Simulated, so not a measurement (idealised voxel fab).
Presented below is a process module, voxel fin reveal.
For reference, the cross-section in this document is cut, with width 265 nm and square cells of 5 nm.
Reading order for cross-sections: top band down to bottom band. Underlying form: a grid of square cells. Band size: one or more rows of cells. Band: top height; bottom height; in nm. Then, left to right: material with width in nm, for each material. "throughout": a single material spanning edge to edge. "air": empty space. For the purposes of this specification, 0 denotes the height below which the wafer in its as-received condition is composed wholly of one material, and the lowermost band, lacking a lower limit, extends downward without end, as expressed in "0 nm and below". Read "30..40" as a graded width: first number on top, second number at the bottom, same change between each pair of neighbouring rows. No cell of the cross-section changed in a step that is given as "no change occurred". The entry "Sealed voids" lists the empty spaces that cover at least 8 cells and have no open path to the top. Each is written as width x height at distance, where the distance is measured from the left edge and all three values are in nm. That trailing text on a step's line, after the settings, is the simulator's own remark on the step. overlay nm, on a step with a mask: how far to the right of its planned place the mask lay; to the left if negative.
Steps planned for the process
1. RECEIVE: material Si
2. CONFORMAL_DEP: material SiN, thk nm 5
3. DIRECTIONAL_DEP: material aC, thk nm 15
4. PATTERN: tone cover, mask id FINS, material resist, width nm 15, pitch nm 40, thk nm 35, overlay nm 0
5. DIRECTIONAL_ETCH: etch materials aC, depth nm 15
6. STRIP: etch materials resist
7. DIRECTIONAL_ETCH: etch materials SiN, depth nm 10
8. DIRECTIONAL_ETCH: etch materials Si, depth nm 30
9. STRIP: etch materials aC
10. OXIDIZE: depth nm 5
11. FILL_DEP: material SiO2, thk nm 10
12. CMP: height nm 10
13. SELECTIVE_ETCH: etch materials SiO2, depth nm 30
14. STRIP: etch materials SiN
15. CONFORMAL_DEP: material SiO2, thk nm 5
varied across the wafers: thk nm of step 2. The plan shows the first wafer's value. All wafers start alike
Cross-sectional view of the first of several wafers in the as-received condition, corresponding to the state following step 1
* 0 nm and below  Si throughout
* Sealed voids: none
The table below has one row for each wafer; a row shows, as of the end of the module, how many cells of each material the wafer has gained, marked (+), or lost, marked (-), since it was received, and then the wafer's closed voids
thk nm 5; -350 Si; +227 SiO2; Sealed voids: none
thk nm 10; -350 Si; +227 SiO2; Sealed voids: none
thk nm 15; +53 SiO2; Sealed voids: none
thk nm 20; +53 SiO2; Sealed voids: none
thk nm 25; +53 SiO2; Sealed voids: none
